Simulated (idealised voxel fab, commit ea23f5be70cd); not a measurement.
The document below concerns the process module designated voxel transistor to metal.
The cross-section shown here is cut; it is 165 nm wide and divided into square cells measuring 5 nm on a side.
Cross-section spec: square-cell grid; bands listed top down; each band is one or more rows. Band: top and bottom heights (nm) first, top before bottom; then materials from left to right, widths in nm. "everywhere" marks a sole material filling the band edge to edge. "empty" denotes empty space. A quick word on heights: they are counted from 0, and under that level the wafer as it came to us is one material throughout. The lowest band is different from the rest in having no bottom; it simply continues downward, written as in "0..down". The width entry "30..40" should be interpreted row by row: the top row of cells in the band takes the first number, the bottom row takes the second number, and the change between adjacent rows is uniform throughout. It should be understood that the words "nothing altered", when stated for a given step, signify that the cross-section underwent no change in any of its cells during that step. The list in "Enclosed voids" covers empty spaces of 8 cells or more that cannot reach the top through any open way, and it gives each as width x height at distance; the distance is from the left edge, and width, height and distance are in nm. It should be noted that, on the line of a given step, the content following the step's settings is a remark produced by the simulator itself with respect to that step. What "overlay nm" on a step's line means: if the step has a mask, that mask lay this far to the right of its planned place, or, when the value is negative, to the left.

THE PLANNED PROCESS STEPS ARE ENUMERATED HEREUNDER
1. RECEIVE [material Si]
2. OXIDIZE [depth nm 5]
3. CONFORMAL_DEP [material SiN] [thk nm 10]
4. MASKED_ETCH [tone cover] [mask id ACTIVE] [width nm 115] [etch materials SiN] [depth nm 10] [overlay nm 0]
5. MASKED_ETCH [tone cover] [mask id ACTIVE] [width nm 115] [etch materials SiO2] [depth nm 5] [overlay nm 0]
6. MASKED_ETCH [tone cover] [mask id ACTIVE] [width nm 115] [etch materials Si] [depth nm 30] [overlay nm 0]
7. OXIDIZE [depth nm 5]
8. FILL_DEP [material SiO2] [thk nm 10]
9. CMP [height nm 10]
10. SELECTIVE_ETCH [etch materials SiO2] [depth nm 5]
11. STRIP [etch materials SiN]
12. SELECTIVE_ETCH [etch materials SiO2] [depth nm 5]
13. OXIDIZE [depth nm 5]
14. DIRECTIONAL_DEP [material polySi] [thk nm 20]
15. DIRECTIONAL_DEP [material SiCN] [thk nm 15]
16. DIRECTIONAL_DEP [material aC] [thk nm 15]
17. PATTERN [tone cover] [mask id GATE] [material resist] [width nm 25] [thk nm 35] [overlay nm 0]
18. DIRECTIONAL_ETCH [etch materials aC] [depth nm 15]
19. STRIP [etch materials resist]
20. DIRECTIONAL_ETCH [etch materials SiCN] [depth nm 25]
21. DIRECTIONAL_ETCH [etch materials polySi] [depth nm 30]
22. STRIP [etch materials aC]
23. CONFORMAL_DEP [material SiN] [thk nm 10]
24. DIRECTIONAL_ETCH [etch materials SiN] [depth nm 10]
25. DIRECTIONAL_ETCH [etch materials SiO2] [depth nm 5]
26. EPI [material pSi] [thk nm 5]
27. FILL_DEP [material SiO2] [thk nm 5]
28. CMP [height nm 15]
29. STRIP [etch materials polySi]
30. SELECTIVE_ETCH [etch materials SiO2] [depth nm 5]
31. CONFORMAL_DEP [material HfO2] [thk nm 5]
32. CONFORMAL_DEP [material TiN] [thk nm 5]
33. FILL_DEP [material W] [thk nm 10]
34. CMP [height nm 10]
35. DIRECTIONAL_DEP [material SiO2] [thk nm 15]
36. DIRECTIONAL_DEP [material aC] [thk nm 10]
37. PATTERN [tone open] [mask id CONTACT] [material resist] [width nm 20] [pitch nm 85] [thk nm 25] [overlay nm 0]
38. DIRECTIONAL_ETCH [etch materials aC] [depth nm 10]
39. STRIP [etch materials resist]
40. DIRECTIONAL_ETCH [etch materials SiO2] [depth nm 30]
41. STRIP [etch materials aC]
42. CONFORMAL_DEP [material TiN] [thk nm 5]
43. FILL_DEP [material W] [thk nm 5]
44. CMP [height nm 25]
45. CONFORMAL_DEP [material SiCN] [thk nm 5]
46. DIRECTIONAL_DEP [material SiO2] [thk nm 20]
47. MASKED_ETCH [tone open] [mask id METAL_1] [width nm 20] [pitch nm 85] [etch materials SiO2] [depth nm 20] [overlay nm 0]
48. MASKED_ETCH [tone open] [mask id METAL_1] [width nm 20] [pitch nm 85] [etch materials SiCN] [depth nm 5] [overlay nm 0]
49. CONFORMAL_DEP [material TiN] [thk nm 5]
50. FILL_DEP [material Cu] [thk nm 5]
51. CMP [height nm 50]
52. CONFORMAL_DEP [material SiCN] [thk nm 5]

OF TWO WAFERS, THE FIRST: RUN ACCORDING TO PLAN

AS-RECEIVED STATE OF THE WAFER IN CROSS-SECTION, EQUIVALENT TO POST-STEP 1
    0..down  Si everywhere
    Enclosed voids: none

AFTER STEP 2: WAFER CROSS-SECTION
    0..-5  SiO2 everywhere
    At heights below -5, the structure remains unaltered.

AFTER STEP 3: WAFER CROSS-SECTION
    10..0  SiN everywhere
    At heights below 0, the structure remains unaltered.

AFTER STEP 4: WAFER CROSS-SECTION
    10..0  empty 25  SiN 115  empty 25
    At heights below 0, the structure remains unaltered.

AFTER STEP 5: WAFER CROSS-SECTION
    10..0  empty 25  SiN 115  empty 25
    0..-5  empty 25  SiO2 115  empty 25
    At heights below -5, the structure remains unaltered.

AFTER STEP 6: WAFER CROSS-SECTION
    10..0  empty 25  SiN 115  empty 25
    0..-5  empty 25  SiO2 115  empty 25
    -5..-35  empty 25  Si 115  empty 25
    At heights below -35, the structure remains unaltered.

AFTER STEP 7: WAFER CROSS-SECTION
    10..0  empty 25  SiN 115  empty 25
    0..-5  empty 25  SiO2 115  empty 25
    -5..-35  empty 25  SiO2 5  Si 105  SiO2 5  empty 25
    -35..-40  SiO2 30  Si 105  SiO2 30
    At heights below -40, the structure remains unaltered.

AFTER STEP 8: WAFER CROSS-SECTION
    20..10  SiO2 everywhere
    10..0  SiO2 25  SiN 115  SiO2 25
    0..-5  SiO2 everywhere
    -5..-40  SiO2 30  Si 105  SiO2 30
    At heights below -40, the structure remains unaltered.

AFTER STEP 9: WAFER CROSS-SECTION
    10..0  SiO2 25  SiN 115  SiO2 25
    At heights below 0, the structure remains unaltered.

AFTER STEP 10: WAFER CROSS-SECTION
    10..5  empty 25  SiN 115  empty 25
    At heights below 5, the structure remains unaltered.

AFTER STEP 11: WAFER CROSS-SECTION
    5..0  SiO2 25  empty 115  SiO2 25
    At heights below 0, the structure remains unaltered.

AFTER STEP 12: WAFER CROSS-SECTION
    0..-5  SiO2 20  empty 125  SiO2 20
    At heights below -5, the structure remains unaltered.

AFTER STEP 13: WAFER CROSS-SECTION
    0..-5  SiO2 20  empty 125  SiO2 20
    -5..-10  SiO2 everywhere
    At heights below -10, the structure remains unaltered.

AFTER STEP 14: WAFER CROSS-SECTION
    20..15  polySi 20  empty 125  polySi 20
    15..0  polySi everywhere
    0..-5  SiO2 20  polySi 125  SiO2 20
    At heights below -5, the structure remains unaltered.

AFTER STEP 15: WAFER CROSS-SECTION
    35..30  SiCN 20  empty 125  SiCN 20
    30..20  SiCN everywhere
    20..15  polySi 20  SiCN 125  polySi 20
    At heights below 15, the structure remains unaltered.

AFTER STEP 16: WAFER CROSS-SECTION
    50..45  aC 20  empty 125  aC 20
    45..35  aC everywhere
    35..30  SiCN 20  aC 125  SiCN 20
    At heights below 30, the structure remains unaltered.

AFTER STEP 17: WAFER CROSS-SECTION
    85..50  empty 70  resist 25  empty 70
    50..45  aC 20  empty 50  resist 25  empty 50  aC 20
    At heights below 45, the structure remains unaltered.

AFTER STEP 18: WAFER CROSS-SECTION
    70..45  empty 70  resist 25  empty 70
    45..35  empty 70  aC 25  empty 70
    35..30  SiCN 20  empty 50  aC 25  empty 50  SiCN 20
    At heights below 30, the structure remains unaltered.

AFTER STEP 19: WAFER CROSS-SECTION
    45..35  empty 70  aC 25  empty 70
    At heights below 35, the structure remains unaltered.

AFTER STEP 20: WAFER CROSS-SECTION
    45..30  empty 70  aC 25  empty 70
    30..20  empty 70  SiCN 25  empty 70
    20..15  polySi 20  empty 50  SiCN 25  empty 50  polySi 20
    At heights below 15, the structure remains unaltered.

AFTER STEP 21: WAFER CROSS-SECTION
    45..30  empty 70  aC 25  empty 70
    30..15  empty 70  SiCN 25  empty 70
    15..0  empty 70  polySi 25  empty 70
    0..-5  SiO2 20  empty 50  polySi 25  empty 50  SiO2 20
    At heights below -5, the structure remains unaltered.

AFTER STEP 22: WAFER CROSS-SECTION
    30..15  empty 70  SiCN 25  empty 70
    At heights below 15, the structure remains unaltered.

AFTER STEP 23: WAFER CROSS-SECTION
    40..30  empty 60  SiN 45  empty 60
    30..15  empty 60  SiN 10  SiCN 25  SiN 10  empty 60
    15..10  empty 60  SiN 10  polySi 25  SiN 10  empty 60
    10..5  SiN 30  empty 30  SiN 10  polySi 25  SiN 10  empty 30  SiN 30
    5..0  SiN 70  polySi 25  SiN 70
    0..-5  SiO2 20  SiN 50  polySi 25  SiN 50  SiO2 20
    At heights below -5, the structure remains unaltered.

AFTER STEP 24: WAFER CROSS-SECTION
    30..15  empty 60  SiN 10  SiCN 25  SiN 10  empty 60
    15..0  empty 60  SiN 10  polySi 25  SiN 10  empty 60
    0..-5  SiO2 20  SiN 10  empty 30  SiN 10  polySi 25  SiN 10  empty 30  SiN 10  SiO2 20
    At heights below -5, the structure remains unaltered.

AFTER STEP 25: WAFER CROSS-SECTION
    30..15  empty 60  SiN 10  SiCN 25  SiN 10  empty 60
    15..0  empty 60  SiN 10  polySi 25  SiN 10  empty 60
    0..-5  empty 20  SiN 10  empty 30  SiN 10  polySi 25  SiN 10  empty 30  SiN 10  empty 20
    -5..-10  SiO2 30  empty 30  SiO2 45  empty 30  SiO2 30
    At heights below -10, the structure remains unaltered.

AFTER STEP 26: WAFER CROSS-SECTION
    30..15  empty 60  SiN 10  SiCN 25  SiN 10  empty 60
    15..0  empty 60  SiN 10  polySi 25  SiN 10  empty 60
    0..-5  empty 20  SiN 10  empty 30  SiN 10  polySi 25  SiN 10  empty 30  SiN 10  empty 20
    -5..-10  SiO2 30  pSi 30  SiO2 45  pSi 30  SiO2 30
    At heights below -10, the structure remains unaltered.

AFTER STEP 27: WAFER CROSS-SECTION
    35..30  SiO2 everywhere
    30..15  SiO2 60  SiN 10  SiCN 25  SiN 10  SiO2 60
    15..0  SiO2 60  SiN 10  polySi 25  SiN 10  SiO2 60
    0..-5  SiO2 20  SiN 10  SiO2 30  SiN 10  polySi 25  SiN 10  SiO2 30  SiN 10  SiO2 20
    At heights below -5, the structure remains unaltered.

AFTER STEP 28: WAFER CROSS-SECTION
    15..0  SiO2 60  SiN 10  polySi 25  SiN 10  SiO2 60
    At heights below 0, the structure remains unaltered.

AFTER STEP 29: WAFER CROSS-SECTION
    15..0  SiO2 60  SiN 10  empty 25  SiN 10  SiO2 60
    0..-5  SiO2 20  SiN 10  SiO2 30  SiN 10  empty 25  SiN 10  SiO2 30  SiN 10  SiO2 20
    At heights below -5, the structure remains unaltered.

AFTER STEP 30: WAFER CROSS-SECTION
    15..10  empty 60  SiN 10  empty 25  SiN 10  empty 60
    10..0  SiO2 60  SiN 10  empty 25  SiN 10  SiO2 60
    0..-5  SiO2 20  SiN 10  SiO2 30  SiN 10  empty 25  SiN 10  SiO2 30  SiN 10  SiO2 20
    -5..-10  SiO2 30  pSi 30  SiO2 5  empty 35  SiO2 5  pSi 30  SiO2 30
    At heights below -10, the structure remains unaltered.

AFTER STEP 31: WAFER CROSS-SECTION
    20..15  empty 55  HfO2 20  empty 15  HfO2 20  empty 55
    15..10  HfO2 60  SiN 10  HfO2 5  empty 15  HfO2 5  SiN 10  HfO2 60
    10..0  SiO2 60  SiN 10  HfO2 5  empty 15  HfO2 5  SiN 10  SiO2 60
    0..-5  SiO2 20  SiN 10  SiO2 30  SiN 10  HfO2 5  empty 15  HfO2 5  SiN 10  SiO2 30  SiN 10  SiO2 20
    -5..-10  SiO2 30  pSi 30  SiO2 5  HfO2 35  SiO2 5  pSi 30  SiO2 30
    At heights below -10, the structure remains unaltered.

AFTER STEP 32: WAFER CROSS-SECTION
    25..20  empty 50  TiN 30  empty 5  TiN 30  empty 50
    20..15  TiN 55  HfO2 20  TiN 5  empty 5  TiN 5  HfO2 20  TiN 55
    15..10  HfO2 60  SiN 10  HfO2 5  TiN 5  empty 5  TiN 5  HfO2 5  SiN 10  HfO2 60
    10..0  SiO2 60  SiN 10  HfO2 5  TiN 5  empty 5  TiN 5  HfO2 5  SiN 10  SiO2 60
    0..-5  SiO2 20  SiN 10  SiO2 30  SiN 10  HfO2 5  TiN 15  HfO2 5  SiN 10  SiO2 30  SiN 10  SiO2 20
    At heights below -5, the structure remains unaltered.

AFTER STEP 33: WAFER CROSS-SECTION
    35..25  W everywhere
    25..20  W 50  TiN 30  W 5  TiN 30  W 50
    20..15  TiN 55  HfO2 20  TiN 5  W 5  TiN 5  HfO2 20  TiN 55
    15..10  HfO2 60  SiN 10  HfO2 5  TiN 5  W 5  TiN 5  HfO2 5  SiN 10  HfO2 60
    10..0  SiO2 60  SiN 10  HfO2 5  TiN 5  W 5  TiN 5  HfO2 5  SiN 10  SiO2 60
    At heights below 0, the structure remains unaltered.

AFTER STEP 34: WAFER CROSS-SECTION
    10..0  SiO2 60  SiN 10  HfO2 5  TiN 5  W 5  TiN 5  HfO2 5  SiN 10  SiO2 60
    At heights below 0, the structure remains unaltered.

AFTER STEP 35: WAFER CROSS-SECTION
    25..10  SiO2 everywhere
    At heights below 10, the structure remains unaltered.

AFTER STEP 36: WAFER CROSS-SECTION
    35..25  aC everywhere
    At heights below 25, the structure remains unaltered.

AFTER STEP 37: WAFER CROSS-SECTION
    60..35  resist 30  empty 20  resist 65  empty 20  resist 30
    At heights below 35, the structure remains unaltered.

AFTER STEP 38: WAFER CROSS-SECTION
    50..35  resist 30  empty 20  resist 65  empty 20  resist 30
    35..25  aC 30  empty 20  aC 65  empty 20  aC 30
    At heights below 25, the structure remains unaltered.

AFTER STEP 39: WAFER CROSS-SECTION
    35..25  aC 30  empty 20  aC 65  empty 20  aC 30
    At heights below 25, the structure remains unaltered.

AFTER STEP 40: WAFER CROSS-SECTION
    35..25  aC 30  empty 20  aC 65  empty 20  aC 30
    25..10  SiO2 30  empty 20  SiO2 65  empty 20  SiO2 30
    10..0  SiO2 30  empty 20  SiO2 10  SiN 10  HfO2 5  TiN 5  W 5  TiN 5  HfO2 5  SiN 10  SiO2 10  empty 20  SiO2 30
    0..-5  SiO2 20  SiN 10  empty 20  SiO2 10  SiN 10  HfO2 5  TiN 15  HfO2 5  SiN 10  SiO2 10  empty 20  SiN 10  SiO2 20
    At heights below -5, the structure remains unaltered.

AFTER STEP 41: WAFER CROSS-SECTION
    25..10  SiO2 30  empty 20  SiO2 65  empty 20  SiO2 30
    At heights below 10, the structure remains unaltered.

AFTER STEP 42: WAFER CROSS-SECTION
    30..25  TiN 35  empty 10  TiN 75  empty 10  TiN 35
    25..10  SiO2 30  TiN 5  empty 10  TiN 5  SiO2 65  TiN 5  empty 10  TiN 5  SiO2 30
    10..0  SiO2 30  TiN 5  empty 10  TiN 5  SiO2 10  SiN 10  HfO2 5  TiN 5  W 5  TiN 5  HfO2 5  SiN 10  SiO2 10  TiN 5  empty 10  TiN 5  SiO2 30
    0..-5  SiO2 20  SiN 10  TiN 20  SiO2 10  SiN 10  HfO2 5  TiN 15  HfO2 5  SiN 10  SiO2 10  TiN 20  SiN 10  SiO2 20
    At heights below -5, the structure remains unaltered.

AFTER STEP 43: WAFER CROSS-SECTION
    35..30  W everywhere
    30..25  TiN 35  W 10  TiN 75  W 10  TiN 35
    25..10  SiO2 30  TiN 5  W 10  TiN 5  SiO2 65  TiN 5  W 10  TiN 5  SiO2 30
    10..0  SiO2 30  TiN 5  W 10  TiN 5  SiO2 10  SiN 10  HfO2 5  TiN 5  W 5  TiN 5  HfO2 5  SiN 10  SiO2 10  TiN 5  W 10  TiN 5  SiO2 30
    At heights below 0, the structure remains unaltered.

AFTER STEP 44: WAFER CROSS-SECTION
    25..10  SiO2 30  TiN 5  W 10  TiN 5  SiO2 65  TiN 5  W 10  TiN 5  SiO2 30
    At heights below 10, the structure remains unaltered.

AFTER STEP 45: WAFER CROSS-SECTION
    30..25  SiCN everywhere
    At heights below 25, the structure remains unaltered.

AFTER STEP 46: WAFER CROSS-SECTION
    50..30  SiO2 everywhere
    At heights below 30, the structure remains unaltered.

AFTER STEP 47: WAFER CROSS-SECTION
    50..30  SiO2 30  empty 20  SiO2 65  empty 20  SiO2 30
    At heights below 30, the structure remains unaltered.

AFTER STEP 48: WAFER CROSS-SECTION
    50..30  SiO2 30  empty 20  SiO2 65  empty 20  SiO2 30
    30..25  SiCN 30  empty 20  SiCN 65  empty 20  SiCN 30
    At heights below 25, the structure remains unaltered.

AFTER STEP 49: WAFER CROSS-SECTION
    55..50  TiN 35  empty 10  TiN 75  empty 10  TiN 35
    50..30  SiO2 30  TiN 5  empty 10  TiN 5  SiO2 65  TiN 5  empty 10  TiN 5  SiO2 30
    30..25  SiCN 30  TiN 20  SiCN 65  TiN 20  SiCN 30
    At heights below 25, the structure remains unaltered.

AFTER STEP 50: WAFER CROSS-SECTION
    60..55  Cu everywhere
    55..50  TiN 35  Cu 10  TiN 75  Cu 10  TiN 35
    50..30  SiO2 30  TiN 5  Cu 10  TiN 5  SiO2 65  TiN 5  Cu 10  TiN 5  SiO2 30
    At heights below 30, the structure remains unaltered.

AFTER STEP 51: WAFER CROSS-SECTION
    50..30  SiO2 30  TiN 5  Cu 10  TiN 5  SiO2 65  TiN 5  Cu 10  TiN 5  SiO2 30
    At heights below 30, the structure remains unaltered.

AFTER STEP 52: WAFER CROSS-SECTION
    55..50  SiCN everywhere
    At heights below 50, the structure remains unaltered.

NOW THE OTHER WAFER: SAME START, SAME RECIPE, BUT WE MESSED UP ONE THING WHEN RUNNING IT. UP TO AND INCLUDING STEP 3 IT'S THE SAME AS THE FIRST ONE

PLANNED END OF STEP 4: SECOND WAFER, CROSS-SECTION
    10..0  SiN 25  empty 115  SiN 25
    At heights below 0, the structure remains unaltered.

Planned end of step 5: second wafer, cross-section: nothing altered

Planned end of step 6: second wafer, cross-section: nothing altered

Planned end of step 7: second wafer, cross-section: nothing altered

PLANNED END OF STEP 8: SECOND WAFER, CROSS-SECTION
    20..10  SiO2 everywhere
    10..0  SiN 25  SiO2 115  SiN 25
    At heights below 0, the structure remains unaltered.

PLANNED END OF STEP 9: SECOND WAFER, CROSS-SECTION
    10..0  SiN 25  SiO2 115  SiN 25
    At heights below 0, the structure remains unaltered.

PLANNED END OF STEP 10: SECOND WAFER, CROSS-SECTION
    10..5  SiN 25  empty 115  SiN 25
    At heights below 5, the structure remains unaltered.

PLANNED END OF STEP 11: SECOND WAFER, CROSS-SECTION
    5..0  empty 25  SiO2 115  empty 25
    At heights below 0, the structure remains unaltered.

PLANNED END OF STEP 12: SECOND WAFER, CROSS-SECTION
    0..-5  empty 30  SiO2 105  empty 30
    At heights below -5, the structure remains unaltered.

PLANNED END OF STEP 13: SECOND WAFER, CROSS-SECTION
    0..-5  empty 30  SiO2 105  empty 30
    -5..-10  SiO2 35  Si 95  SiO2 35
    At heights below -10, the structure remains unaltered.

PLANNED END OF STEP 14: SECOND WAFER, CROSS-SECTION
    20..15  empty 30  polySi 105  empty 30
    15..0  polySi everywhere
    0..-5  polySi 30  SiO2 105  polySi 30
    At heights below -5, the structure remains unaltered.

PLANNED END OF STEP 15: SECOND WAFER, CROSS-SECTION
    35..30  empty 30  SiCN 105  empty 30
    30..20  SiCN everywhere
    20..15  SiCN 30  polySi 105  SiCN 30
    At heights below 15, the structure remains unaltered.

PLANNED END OF STEP 16: SECOND WAFER, CROSS-SECTION
    50..45  empty 30  aC 105  empty 30
    45..35  aC everywhere
    35..30  aC 30  SiCN 105  aC 30
    At heights below 30, the structure remains unaltered.

PLANNED END OF STEP 17: SECOND WAFER, CROSS-SECTION
    85..50  empty 70  resist 25  empty 70
    At heights below 50, the structure remains unaltered.

PLANNED END OF STEP 18: SECOND WAFER, CROSS-SECTION
    70..50  empty 70  resist 25  empty 70
    50..35  empty 70  aC 25  empty 70
    35..30  empty 30  SiCN 105  empty 30
    At heights below 30, the structure remains unaltered.

PLANNED END OF STEP 19: SECOND WAFER, CROSS-SECTION
    50..35  empty 70  aC 25  empty 70
    At heights below 35, the structure remains unaltered.

PLANNED END OF STEP 20: SECOND WAFER, CROSS-SECTION
    50..35  empty 70  aC 25  empty 70
    35..20  empty 70  SiCN 25  empty 70
    20..15  empty 30  polySi 105  empty 30
    At heights below 15, the structure remains unaltered.

PLANNED END OF STEP 21: SECOND WAFER, CROSS-SECTION
    50..35  empty 70  aC 25  empty 70
    35..20  empty 70  SiCN 25  empty 70
    20..0  empty 70  polySi 25  empty 70
    0..-5  empty 30  SiO2 105  empty 30
    At heights below -5, the structure remains unaltered.

PLANNED END OF STEP 22: SECOND WAFER, CROSS-SECTION
    35..20  empty 70  SiCN 25  empty 70
    At heights below 20, the structure remains unaltered.

PLANNED END OF STEP 23: SECOND WAFER, CROSS-SECTION
    45..35  empty 60  SiN 45  empty 60
    35..20  empty 60  SiN 10  SiCN 25  SiN 10  empty 60
    20..10  empty 60  SiN 10  polySi 25  SiN 10  empty 60
    10..5  empty 20  SiN 50  polySi 25  SiN 50  empty 20
    5..0  SiN 70  polySi 25  SiN 70
    0..-5  SiN 30  SiO2 105  SiN 30
    At heights below -5, the structure remains unaltered.

PLANNED END OF STEP 24: SECOND WAFER, CROSS-SECTION
    35..20  empty 60  SiN 10  SiCN 25  SiN 10  empty 60
    20..0  empty 60  SiN 10  polySi 25  SiN 10  empty 60
    0..-5  empty 20  SiN 10  SiO2 105  SiN 10  empty 20
    At heights below -5, the structure remains unaltered.

PLANNED END OF STEP 25: SECOND WAFER, CROSS-SECTION
    35..20  empty 60  SiN 10  SiCN 25  SiN 10  empty 60
    20..0  empty 60  SiN 10  polySi 25  SiN 10  empty 60
    0..-5  empty 20  SiN 10  empty 30  SiO2 45  empty 30  SiN 10  empty 20
    -5..-10  empty 20  SiO2 15  Si 95  SiO2 15  empty 20
    At heights below -10, the structure remains unaltered.

PLANNED END OF STEP 26: SECOND WAFER, CROSS-SECTION
    35..20  empty 60  SiN 10  SiCN 25  SiN 10  empty 60
    20..0  empty 60  SiN 10  polySi 25  SiN 10  empty 60
    0..-5  empty 20  SiN 10  pSi 30  SiO2 45  pSi 30  SiN 10  empty 20
    -5..-10  pSi 20  SiO2 15  Si 95  SiO2 15  pSi 20
    At heights below -10, the structure remains unaltered.

PLANNED END OF STEP 27: SECOND WAFER, CROSS-SECTION
    40..35  SiO2 everywhere
    35..20  SiO2 60  SiN 10  SiCN 25  SiN 10  SiO2 60
    20..0  SiO2 60  SiN 10  polySi 25  SiN 10  SiO2 60
    0..-5  SiO2 20  SiN 10  pSi 30  SiO2 45  pSi 30  SiN 10  SiO2 20
    At heights below -5, the structure remains unaltered.

PLANNED END OF STEP 28: SECOND WAFER, CROSS-SECTION
    15..0  SiO2 60  SiN 10  polySi 25  SiN 10  SiO2 60
    At heights below 0, the structure remains unaltered.

PLANNED END OF STEP 29: SECOND WAFER, CROSS-SECTION
    15..0  SiO2 60  SiN 10  empty 25  SiN 10  SiO2 60
    At heights below 0, the structure remains unaltered.

PLANNED END OF STEP 30: SECOND WAFER, CROSS-SECTION
    15..10  empty 60  SiN 10  empty 25  SiN 10  empty 60
    10..0  SiO2 60  SiN 10  empty 25  SiN 10  SiO2 60
    0..-5  SiO2 20  SiN 10  pSi 30  SiO2 5  empty 35  SiO2 5  pSi 30  SiN 10  SiO2 20
    At heights below -5, the structure remains unaltered.

PLANNED END OF STEP 31: SECOND WAFER, CROSS-SECTION
    20..15  empty 55  HfO2 20  empty 15  HfO2 20  empty 55
    15..10  HfO2 60  SiN 10  HfO2 5  empty 15  HfO2 5  SiN 10  HfO2 60
    10..0  SiO2 60  SiN 10  HfO2 5  empty 15  HfO2 5  SiN 10  SiO2 60
    0..-5  SiO2 20  SiN 10  pSi 30  SiO2 5  HfO2 35  SiO2 5  pSi 30  SiN 10  SiO2 20
    At heights below -5, the structure remains unaltered.

PLANNED END OF STEP 32: SECOND WAFER, CROSS-SECTION
    25..20  empty 50  TiN 30  empty 5  TiN 30  empty 50
    20..15  TiN 55  HfO2 20  TiN 5  empty 5  TiN 5  HfO2 20  TiN 55
    15..10  HfO2 60  SiN 10  HfO2 5  TiN 5  empty 5  TiN 5  HfO2 5  SiN 10  HfO2 60
    10..5  SiO2 60  SiN 10  HfO2 5  TiN 5  empty 5  TiN 5  HfO2 5  SiN 10  SiO2 60
    5..0  SiO2 60  SiN 10  HfO2 5  TiN 15  HfO2 5  SiN 10  SiO2 60
    At heights below 0, the structure remains unaltered.

PLANNED END OF STEP 33: SECOND WAFER, CROSS-SECTION
    35..25  W everywhere
    25..20  W 50  TiN 30  W 5  TiN 30  W 50
    20..15  TiN 55  HfO2 20  TiN 5  W 5  TiN 5  HfO2 20  TiN 55
    15..10  HfO2 60  SiN 10  HfO2 5  TiN 5  W 5  TiN 5  HfO2 5  SiN 10  HfO2 60
    10..5  SiO2 60  SiN 10  HfO2 5  TiN 5  W 5  TiN 5  HfO2 5  SiN 10  SiO2 60
    At heights below 5, the structure remains unaltered.

PLANNED END OF STEP 34: SECOND WAFER, CROSS-SECTION
    10..5  SiO2 60  SiN 10  HfO2 5  TiN 5  W 5  TiN 5  HfO2 5  SiN 10  SiO2 60
    At heights below 5, the structure remains unaltered.

PLANNED END OF STEP 35: SECOND WAFER, CROSS-SECTION
    25..10  SiO2 everywhere
    At heights below 10, the structure remains unaltered.

PLANNED END OF STEP 36: SECOND WAFER, CROSS-SECTION
    35..25  aC everywhere
    At heights below 25, the structure remains unaltered.

PLANNED END OF STEP 37: SECOND WAFER, CROSS-SECTION
    60..35  resist 30  empty 20  resist 65  empty 20  resist 30
    At heights below 35, the structure remains unaltered.

PLANNED END OF STEP 38: SECOND WAFER, CROSS-SECTION
    50..35  resist 30  empty 20  resist 65  empty 20  resist 30
    35..25  aC 30  empty 20  aC 65  empty 20  aC 30
    At heights below 25, the structure remains unaltered.

PLANNED END OF STEP 39: SECOND WAFER, CROSS-SECTION
    35..25  aC 30  empty 20  aC 65  empty 20  aC 30
    At heights below 25, the structure remains unaltered.

PLANNED END OF STEP 40: SECOND WAFER, CROSS-SECTION
    35..25  aC 30  empty 20  aC 65  empty 20  aC 30
    25..10  SiO2 30  empty 20  SiO2 65  empty 20  SiO2 30
    10..5  SiO2 30  empty 20  SiO2 10  SiN 10  HfO2 5  TiN 5  W 5  TiN 5  HfO2 5  SiN 10  SiO2 10  empty 20  SiO2 30
    5..0  SiO2 30  empty 20  SiO2 10  SiN 10  HfO2 5  TiN 15  HfO2 5  SiN 10  SiO2 10  empty 20  SiO2 30
    At heights below 0, the structure remains unaltered.

PLANNED END OF STEP 41: SECOND WAFER, CROSS-SECTION
    25..10  SiO2 30  empty 20  SiO2 65  empty 20  SiO2 30
    At heights below 10, the structure remains unaltered.

PLANNED END OF STEP 42: SECOND WAFER, CROSS-SECTION
    30..25  TiN 35  empty 10  TiN 75  empty 10  TiN 35
    25..10  SiO2 30  TiN 5  empty 10  TiN 5  SiO2 65  TiN 5  empty 10  TiN 5  SiO2 30
    10..5  SiO2 30  TiN 5  empty 10  TiN 5  SiO2 10  SiN 10  HfO2 5  TiN 5  W 5  TiN 5  HfO2 5  SiN 10  SiO2 10  TiN 5  empty 10  TiN 5  SiO2 30
    5..0  SiO2 30  TiN 20  SiO2 10  SiN 10  HfO2 5  TiN 15  HfO2 5  SiN 10  SiO2 10  TiN 20  SiO2 30
    At heights below 0, the structure remains unaltered.

PLANNED END OF STEP 43: SECOND WAFER, CROSS-SECTION
    35..30  W everywhere
    30..25  TiN 35  W 10  TiN 75  W 10  TiN 35
    25..10  SiO2 30  TiN 5  W 10  TiN 5  SiO2 65  TiN 5  W 10  TiN 5  SiO2 30
    10..5  SiO2 30  TiN 5  W 10  TiN 5  SiO2 10  SiN 10  HfO2 5  TiN 5  W 5  TiN 5  HfO2 5  SiN 10  SiO2 10  TiN 5  W 10  TiN 5  SiO2 30
    At heights below 5, the structure remains unaltered.

PLANNED END OF STEP 44: SECOND WAFER, CROSS-SECTION
    25..10  SiO2 30  TiN 5  W 10  TiN 5  SiO2 65  TiN 5  W 10  TiN 5  SiO2 30
    At heights below 10, the structure remains unaltered.

PLANNED END OF STEP 45: SECOND WAFER, CROSS-SECTION
    30..25  SiCN everywhere
    At heights below 25, the structure remains unaltered.

PLANNED END OF STEP 46: SECOND WAFER, CROSS-SECTION
    50..30  SiO2 everywhere
    At heights below 30, the structure remains unaltered.

PLANNED END OF STEP 47: SECOND WAFER, CROSS-SECTION
    50..30  SiO2 30  empty 20  SiO2 65  empty 20  SiO2 30
    At heights below 30, the structure remains unaltered.

PLANNED END OF STEP 48: SECOND WAFER, CROSS-SECTION
    50..30  SiO2 30  empty 20  SiO2 65  empty 20  SiO2 30
    30..25  SiCN 30  empty 20  SiCN 65  empty 20  SiCN 30
    At heights below 25, the structure remains unaltered.

PLANNED END OF STEP 49: SECOND WAFER, CROSS-SECTION
    55..50  TiN 35  empty 10  TiN 75  empty 10  TiN 35
    50..30  SiO2 30  TiN 5  empty 10  TiN 5  SiO2 65  TiN 5  empty 10  TiN 5  SiO2 30
    30..25  SiCN 30  TiN 20  SiCN 65  TiN 20  SiCN 30
    At heights below 25, the structure remains unaltered.

PLANNED END OF STEP 50: SECOND WAFER, CROSS-SECTION
    60..55  Cu everywhere
    55..50  TiN 35  Cu 10  TiN 75  Cu 10  TiN 35
    50..30  SiO2 30  TiN 5  Cu 10  TiN 5  SiO2 65  TiN 5  Cu 10  TiN 5  SiO2 30
    At heights below 30, the structure remains unaltered.

PLANNED END OF STEP 51: SECOND WAFER, CROSS-SECTION
    50..30  SiO2 30  TiN 5  Cu 10  TiN 5  SiO2 65  TiN 5  Cu 10  TiN 5  SiO2 30
    At heights below 30, the structure remains unaltered.

PLANNED END OF STEP 52: SECOND WAFER, CROSS-SECTION
    55..50  SiCN everywhere
    At heights below 50, the structure remains unaltered.
what went wrong: step 4 did not use the planned setting and instead ran as MASKED_ETCH [tone open] [mask id ACTIVE] [width nm 115] [etch materials SiN] [depth nm 10] [overlay nm 0]
at the end the second wafer has, in cells: HfO2 -2 | Si +91 | SiN -4 | SiO2 -82 | TiN -6 | W -5 | pSi +8
